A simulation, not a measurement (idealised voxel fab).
process module | voxel gate over fins
Cross-section cut spans 210 nm and uses square cells 5 nm in size.
Cross-sections here: square-cell grids, written as top-down lists of bands, a band being one or more rows of cells. The band entry comprises the height of the band's top followed by the height of its bottom, expressed in nm, and subsequently the band's materials from left to right, each stated together with its width in nm. Where a single material is marked with the word "all across", that material fills the band from edge to edge. The word "empty" represents empty space. Beneath 0, the wafer as received is one material, and that level is where height counting begins. The lowest band goes on downward without a bottom; it is written like "0..down". The notation "30 to 40" denotes a width that varies across the rows of cells in the band, beginning at the first number in the top row, finishing at the second number in the bottom row, and changing by an identical amount from each row to the next. "no modifications" -> step changed no cross-section cell. "Enclosed internal voids" means: voids of 8 cells or more that are shut off from the top with no open way through. Written width x height at distance, distance from the left edge, in nm. Anything after a step's settings on that line? It's the simulator's own note about the step. "overlay nm" answers the question of how far to the right of plan the mask lay on a step that has a mask, and when it is negative the answer is to the left.

[Set out below are the planned steps of the process]
1: RECEIVE [material Si]
2: CONFORMAL_DEP [material SiN] [thk nm 10]
3: PATTERN [tone cover] [mask id FINS] [material resist] [width nm 15] [pitch nm 45] [thk nm 15] [overlay nm 0]
4: DIRECTIONAL_ETCH [etch materials SiN] [depth nm 10]
5: DIRECTIONAL_ETCH [etch materials Si] [depth nm 40]
6: STRIP [etch materials resist]
7: OXIDIZE [depth nm 5]
8: FILL_DEP [material SiO2] [thk nm 5]
9: CMP [height nm 10]
10: SELECTIVE_ETCH [etch materials SiO2] [depth nm 20]
11: STRIP [etch materials SiN]
12: CONFORMAL_DEP [material HfO2] [thk nm 5]
13: CONFORMAL_DEP [material TiN] [thk nm 5]
14: FILL_DEP [material W] [thk nm 10]
15: CMP [height nm 15]
16: CONFORMAL_DEP [material SiCN] [thk nm 10]

[Wafer cross-section on receipt, i.e. after step 1]
- 0..down = Si all across
- Enclosed internal voids: none

[End-of-module XS, first of two wafers, run as planned]
- 25..15 = SiCN all across
- 15..10 = W all across
- 10..5 = 45 W  25 TiN  20 W  25 TiN  20 W  25 TiN  50 W
- 5..0 = 45 W  5 TiN  15 HfO2  5 TiN  20 W  5 TiN  15 HfO2  5 TiN  20 W  5 TiN  15 HfO2  5 TiN  50 W
- 0..-5 = 50 TiN  5 HfO2  5 Si  5 HfO2  30 TiN  5 HfO2  5 Si  5 HfO2  30 TiN  5 HfO2  5 Si  5 HfO2  55 TiN
- -5..-10 = 55 HfO2  5 Si  40 HfO2  5 Si  40 HfO2  5 Si  60 HfO2
- -10..-45 = 55 SiO2  5 Si  40 SiO2  5 Si  40 SiO2  5 Si  60 SiO2
- -45..down = Si all across
- Enclosed internal voids: none

[Wafer two cross-section, module end. Start and plan unchanged from wafer one; one mistake made during the run]
- 25..15 = SiCN all across
- 15..10 = W all across
- 10..5 = 40 W  25 TiN  20 W  25 TiN  20 W  25 TiN  55 W
- 5..0 = 40 W  5 TiN  15 HfO2  5 TiN  20 W  5 TiN  15 HfO2  5 TiN  20 W  5 TiN  15 HfO2  5 TiN  55 W
- 0..-5 = 45 TiN  5 HfO2  5 Si  5 HfO2  30 TiN  5 HfO2  5 Si  5 HfO2  30 TiN  5 HfO2  5 Si  5 HfO2  60 TiN
- -5..-10 = 50 HfO2  5 Si  40 HfO2  5 Si  40 HfO2  5 Si  65 HfO2
- -10..-45 = 50 SiO2  5 Si  40 SiO2  5 Si  40 SiO2  5 Si  65 SiO2
- -45..down = Si all across
- Enclosed internal voids: none
Against the plan, the run slipped here: not per plan at step 3, really ran PATTERN [tone cover] [mask id FINS] [material resist] [width nm 15] [pitch nm 45] [thk nm 15] [overlay nm -5]
End check, second vs first wafer: material counts in cells match, positions do not.
